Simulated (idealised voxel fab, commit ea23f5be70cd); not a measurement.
process module | voxel released beams
This is section cut - it's 160 nm across, gridded in 5 nm square cells.
A cross-section in this document is a grid of square cells, and it is written down as bands, the top band listed before the ones below it; a band is made up of one or more rows of cells. Quick guide to a band line: top height, bottom height (nm) up front; then every material left to right with its width in nm. Only one material and it's marked "throughout"? Then it fills the band edge to edge. And "empty" just means empty space. Basically, 0 is our baseline, since under it the wafer straight out of the box is all one material. The bottom band has no lower end and keeps on going down, so it looks like "0..down". The expression "30->40" gives the width at the extremes of the band, the first number at its top row of cells and the second at its bottom row, with the width changing by equal amounts from each row to the next in between. When a step is marked "remained unchanged", none of the cells in the cross-section changed during that step. "Entrapped void list": empty spaces of 8 cells or more with no open way to the top, each given as width x height at distance, distance from the left edge, all in nm. Past the settings on a step's line: simulator remark, on that step. "overlay nm" answers the question of how far to the right of plan the mask lay on a step that has a mask, and when it is negative the answer is to the left.

**Process steps - plan**
1. RECEIVE,material Si
2. CONFORMAL_DEP,material SiN,thk nm 5
3. DIRECTIONAL_DEP,material SiO2,thk nm 15
4. DIRECTIONAL_DEP,material aC,thk nm 15
5. PATTERN,tone open,mask id ANCHOR,material resist,width nm 35,thk nm 35,overlay nm -10
6. DIRECTIONAL_ETCH,etch materials aC,depth nm 15
7. STRIP,etch materials resist
8. DIRECTIONAL_ETCH,etch materials SiO2,depth nm 15
9. STRIP,etch materials aC
10. CONFORMAL_DEP,material W,thk nm 15
11. PATTERN,tone cover,mask id BEAM,material resist,width nm 110,thk nm 15,overlay nm 0
12. DIRECTIONAL_ETCH,etch materials W,depth nm 15
13. STRIP,etch materials resist
14. STRIP,etch materials SiO2
It is noted that the wafers described herein are identical at the outset and are distinguished by the overlay nm of step 5; the value stated in the plan corresponds to the first wafer.

**This is how the first of several wafers looked in cross-section when it arrived, which is after step 1**
* 0..down: Si throughout
* Entrapped void list: none

**The first of several wafers, seen in cross-section after the module's last step, step 14**
* 35..20: empty (20) / W (10) / empty (5) / W (95) / empty (30)
* 20..5: empty (15) / W (35) / empty (110)
* 5..0: SiN throughout
* 0..down: Si throughout
* Entrapped void list: none

**End of module: cross-section, last of several wafers**
* 35..20: empty (20) / W (35) / empty (5) / W (70) / empty (30)
* 20..5: empty (40) / W (35) / empty (85)
* 5..0: SiN throughout
* 0..down: Si throughout
* Entrapped void list: none

**Quick key for the table: a row per wafer, taken at the end of the module. For each material it tells you how many cells the wafer gained (+) or lost (-) since it came in, and the closed voids come after**
overlay nm -10 | +32 SiN | +84 W | Entrapped void list: none
overlay nm -5 | +32 SiN | +84 W | Entrapped void list: none
overlay nm 0 | +32 SiN | +84 W | Entrapped void list: none
overlay nm 5 | +32 SiN | +84 W | Entrapped void list: none
overlay nm 10 | +32 SiN | +84 W | Entrapped void list: none
overlay nm 15 | +32 SiN | +84 W | Entrapped void list: none
